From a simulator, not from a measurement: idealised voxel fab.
Process module heading - voxel double patterning
The cross-section shown here is cut; it is 270 nm wide and divided into square cells measuring 5 nm on a side.
If you're reading a cross-section in this doc, picture square cells in a grid; it comes to you as bands, top ones listed first down to the bottom, and a band can be one or more rows of cells.
For a band, the entry starts with two heights in nm, that of the top and then that of the bottom, and carries on with the band's materials in order from left to right, each alongside its width in nm; the word "edge to edge" beside a single material means it fills the band edge to edge, and "air" means empty space.
Beneath 0, the wafer as received is one material, and that level is where height counting begins. The lowest band goes on downward without a bottom; it is written like "0 nm and below".
Per-row width for "30 to 40": begins at first number (top row of band), ends at second number (bottom row), increment between rows held constant.
Step note "no change occurred" = no cross-section cell changed.
Empty spaces counting at least 8 cells and having no open way to the top are listed in "Catalogued sealed voids". The notation width x height at distance is used for each, the distance being from the left edge and all three values in nm.
Post-settings text on a step line: simulator's own remark regarding the step.
overlay nm: mask offset rightward from planned place, masked step; negative means leftward offset.

The following list gives the planned process steps:
- 1: RECEIVE [material Si]
- 2: CONFORMAL_DEP [material SiN] [thk nm 5]
- 3: DIRECTIONAL_DEP [material SiO2] [thk nm 15]
- 4: DIRECTIONAL_DEP [material SiCN] [thk nm 5]
- 5: PATTERN [tone open] [mask id FIRST] [material resist] [width nm 15] [pitch nm 50] [thk nm 20] [overlay nm 0]
- 6: DIRECTIONAL_ETCH [etch materials SiCN] [depth nm 5]
- 7: STRIP [etch materials resist]
- 8: PATTERN [tone open] [mask id SECOND] [material resist] [width nm 15] [thk nm 20] [overlay nm 0]
- 9: DIRECTIONAL_ETCH [etch materials SiCN] [depth nm 5]
- 10: STRIP [etch materials resist]
- 11: DIRECTIONAL_ETCH [etch materials SiO2] [depth nm 15]
- 12: STRIP [etch materials SiCN]

The first of two wafers, run as planned:

Received-state cross-section, reflecting completion of step 1:
	0 nm and below  Si edge to edge
	Catalogued sealed voids: none

Wafer after step 2 (cross-section):
	5 nm to 0 nm  SiN edge to edge
	Anything lower than 0 is untouched.

Wafer after step 3 (cross-section):
	20 nm to 5 nm  SiO2 edge to edge
	Anything lower than 5 is untouched.

Wafer after step 4 (cross-section):
	25 nm to 20 nm  SiCN edge to edge
	Anything lower than 20 is untouched.

Wafer after step 5 (cross-section):
	45 nm to 25 nm  resist (100)  air (15)  resist (35)  air (15)  resist (105)
	Anything lower than 25 is untouched.

Wafer after step 6 (cross-section):
	45 nm to 25 nm  resist (100)  air (15)  resist (35)  air (15)  resist (105)
	25 nm to 20 nm  SiCN (100)  air (15)  SiCN (35)  air (15)  SiCN (105)
	Anything lower than 20 is untouched.

Wafer after step 7 (cross-section):
	25 nm to 20 nm  SiCN (100)  air (15)  SiCN (35)  air (15)  SiCN (105)
	Anything lower than 20 is untouched.

Wafer after step 8 (cross-section):
	45 nm to 25 nm  resist (125)  air (15)  resist (130)
	25 nm to 20 nm  SiCN (100)  resist (15)  SiCN (35)  resist (15)  SiCN (105)
	Anything lower than 20 is untouched.

Wafer after step 9 (cross-section):
	45 nm to 25 nm  resist (125)  air (15)  resist (130)
	25 nm to 20 nm  SiCN (100)  resist (15)  SiCN (10)  air (15)  SiCN (10)  resist (15)  SiCN (105)
	Anything lower than 20 is untouched.

Wafer after step 10 (cross-section):
	25 nm to 20 nm  SiCN (100)  air (15)  SiCN (10)  air (15)  SiCN (10)  air (15)  SiCN (105)
	Anything lower than 20 is untouched.

Wafer after step 11 (cross-section):
	25 nm to 20 nm  SiCN (100)  air (15)  SiCN (10)  air (15)  SiCN (10)  air (15)  SiCN (105)
	20 nm to 5 nm  SiO2 (100)  air (15)  SiO2 (10)  air (15)  SiO2 (10)  air (15)  SiO2 (105)
	Anything lower than 5 is untouched.

Wafer after step 12 (cross-section):
	20 nm to 5 nm  SiO2 (100)  air (15)  SiO2 (10)  air (15)  SiO2 (10)  air (15)  SiO2 (105)
	Anything lower than 5 is untouched.

Notes, second wafer: start = first wafer's, plan = first wafer's, execution had one mistake; history identical to first through step 10:

Second wafer, section view, time point: scheduled end of step 11:
	25 nm to 20 nm  SiCN (100)  air (15)  SiCN (10)  air (15)  SiCN (10)  air (15)  SiCN (105)
	20 nm to 15 nm  SiO2 (100)  air (15)  SiO2 (10)  air (15)  SiO2 (10)  air (15)  SiO2 (105)
	Anything lower than 15 is untouched.

Second wafer, section view, time point: scheduled end of step 12:
	20 nm to 15 nm  SiO2 (100)  air (15)  SiO2 (10)  air (15)  SiO2 (10)  air (15)  SiO2 (105)
	Anything lower than 15 is untouched.
Error vs. plan: planned and actual differ for step 11; actual: DIRECTIONAL_ETCH [etch materials SiO2] [depth nm 5]
FYI, end of process, the second wafer has more or fewer cells of some materials than the first: SiO2 +18
